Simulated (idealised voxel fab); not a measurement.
Process module name: voxel wiring stack
Section cut is 300 nm wide and gridded with 5 nm square cells.
Format of a cross-section: grid, square cells. Given as bands. Order: top down. Band: one or more rows of cells. It is stipulated that each band's entry specify, in nanometres, the height of the top of the band and then that of its bottom, followed by the materials of the band in left-to-right sequence, each together with its width in nanometres. A single material marked by the word "everywhere" is understood to fill the band from edge to edge; the word "blank" is understood to denote empty space. Heights are measured from 0, the level below which the as-received wafer is all one material; the lowest band has no bottom and continues downward, written as in "0..down". Note: "30..40" means the width goes from the first number (top row of the band) to the second number (bottom row) in equal steps per row of cells. Step note "nothing changed" = no cross-section cell changed. You'll see "Enclosed void list" listing empty spaces that have no way open to the top, as long as they're 8 cells or more; the notation is width x height at distance, where the distance is from the left edge, and all of it is in nm. If you see something after the settings on a step's line, that's the simulator's own remark about that step. For masked steps, "overlay nm" on the step line gives how far right of plan the mask actually lay; a minus sign means it lay to the left.

This section lists the process steps that were planned:
1 RECEIVE: material Si
2 CONFORMAL_DEP: material SiO2, thk nm 15
3 DIRECTIONAL_DEP: material TiN, thk nm 5
4 DIRECTIONAL_DEP: material W, thk nm 25
5 DIRECTIONAL_DEP: material aC, thk nm 15
6 PATTERN: tone cover, mask id METAL_1, material resist, width nm 30, pitch nm 50, thk nm 35, overlay nm 0
7 DIRECTIONAL_ETCH: etch materials aC, depth nm 15
8 STRIP: etch materials resist
9 DIRECTIONAL_ETCH: etch materials W, depth nm 25
10 DIRECTIONAL_ETCH: etch materials TiN, depth nm 5
11 STRIP: etch materials aC
12 CONFORMAL_DEP: material SiCN, thk nm 5
13 FILL_DEP: material lowk, thk nm 10
14 CMP: height nm 45
15 CONFORMAL_DEP: material SiCN, thk nm 5
16 DIRECTIONAL_DEP: material SiO2, thk nm 15
17 DIRECTIONAL_DEP: material aC, thk nm 5
18 PATTERN: tone open, mask id PLUG_1, material resist, width nm 15, pitch nm 50, thk nm 30, overlay nm 0
19 DIRECTIONAL_ETCH: etch materials aC, depth nm 10
20 STRIP: etch materials resist
21 DIRECTIONAL_ETCH: etch materials SiO2, depth nm 15
22 DIRECTIONAL_ETCH: etch materials SiCN, depth nm 5
23 STRIP: etch materials aC
24 EPI: material Ru, thk nm 10
25 EPI: material Ru, thk nm 10
26 DIRECTIONAL_DEP: material TiN, thk nm 5
27 DIRECTIONAL_DEP: material Ru, thk nm 15
28 PATTERN: tone cover, mask id METAL_2, material resist, width nm 30, pitch nm 50, thk nm 15, overlay nm 0
29 DIRECTIONAL_ETCH: etch materials Ru, depth nm 15
30 DIRECTIONAL_ETCH: etch materials TiN, depth nm 5
31 STRIP: etch materials resist
32 CONFORMAL_DEP: material SiN, thk nm 5
33 FILL_DEP: material lowk, thk nm 10
34 CMP: height nm 85
35 CONFORMAL_DEP: material SiN, thk nm 5
The wafers are alike at the start. At step 17, their thk nm differs. The plan lists the first wafer's value.

First of several wafers (as received, post step 1), cross-sectional view:
> 0..down | Si everywhere
> Enclosed void list: none

Here's the first of several wafers in cross-section, end of the module, after the last step, step 35:
> 90..85 | SiN everywhere
> 85..70 | 80 nm lowk / 5 nm SiN / 30 nm Ru / 5 nm SiN / 10 nm lowk / 5 nm SiN / 30 nm Ru / 5 nm SiN / 10 nm lowk / 5 nm SiN / 30 nm Ru / 5 nm SiN / 80 nm lowk
> 70..65 | 85 nm SiN / 30 nm TiN / 20 nm SiN / 30 nm TiN / 20 nm SiN / 30 nm TiN / 85 nm SiN
> 65..50 | 85 nm SiO2 / 15 nm Ru / 35 nm SiO2 / 15 nm Ru / 35 nm SiO2 / 15 nm Ru / 100 nm SiO2
> 50..45 | 85 nm SiCN / 15 nm Ru / 35 nm SiCN / 15 nm Ru / 35 nm SiCN / 15 nm Ru / 100 nm SiCN
> 45..20 | 80 nm lowk / 5 nm SiCN / 30 nm W / 5 nm SiCN / 10 nm lowk / 5 nm SiCN / 30 nm W / 5 nm SiCN / 10 nm lowk / 5 nm SiCN / 30 nm W / 5 nm SiCN / 80 nm lowk
> 20..15 | 85 nm SiCN / 30 nm TiN / 20 nm SiCN / 30 nm TiN / 20 nm SiCN / 30 nm TiN / 85 nm SiCN
> 15..0 | SiO2 everywhere
> 0..down | Si everywhere
> Enclosed void list: none

Cross-section, last wafer, module completion:
> 90..85 | SiN everywhere
> 85..70 | 80 nm lowk / 5 nm SiN / 30 nm Ru / 5 nm SiN / 10 nm lowk / 5 nm SiN / 30 nm Ru / 5 nm SiN / 10 nm lowk / 5 nm SiN / 30 nm Ru / 5 nm SiN / 80 nm lowk
> 70..65 | 85 nm SiN / 30 nm TiN / 20 nm SiN / 30 nm TiN / 20 nm SiN / 30 nm TiN / 85 nm SiN
> 65..50 | SiO2 everywhere
> 50..45 | SiCN everywhere
> 45..20 | 80 nm lowk / 5 nm SiCN / 30 nm W / 5 nm SiCN / 10 nm lowk / 5 nm SiCN / 30 nm W / 5 nm SiCN / 10 nm lowk / 5 nm SiCN / 30 nm W / 5 nm SiCN / 80 nm lowk
> 20..15 | 85 nm SiCN / 30 nm TiN / 20 nm SiCN / 30 nm TiN / 20 nm SiCN / 30 nm TiN / 85 nm SiCN
> 15..0 | SiO2 everywhere
> 0..down | Si everywhere
> Enclosed void list: none

Take any row and you have a wafer at the end of the module: how many cells of each material it has gained (+) or lost (-) since it was received, and then its closed voids:
thk nm 5, +90 Ru, +123 SiCN, +120 SiN, +333 SiO2, +36 TiN, +90 W, +288 lowk, Enclosed void list: none
thk nm 10, +90 Ru, +123 SiCN, +120 SiN, +333 SiO2, +36 TiN, +90 W, +288 lowk, Enclosed void list: none
thk nm 15, +54 Ru, +132 SiCN, +120 SiN, +360 SiO2, +36 TiN, +90 W, +288 lowk, Enclosed void list: none
thk nm 20, +54 Ru, +132 SiCN, +120 SiN, +360 SiO2, +36 TiN, +90 W, +288 lowk, Enclosed void list: none
thk nm 25, +54 Ru, +132 SiCN, +120 SiN, +360 SiO2, +36 TiN, +90 W, +288 lowk, Enclosed void list: none
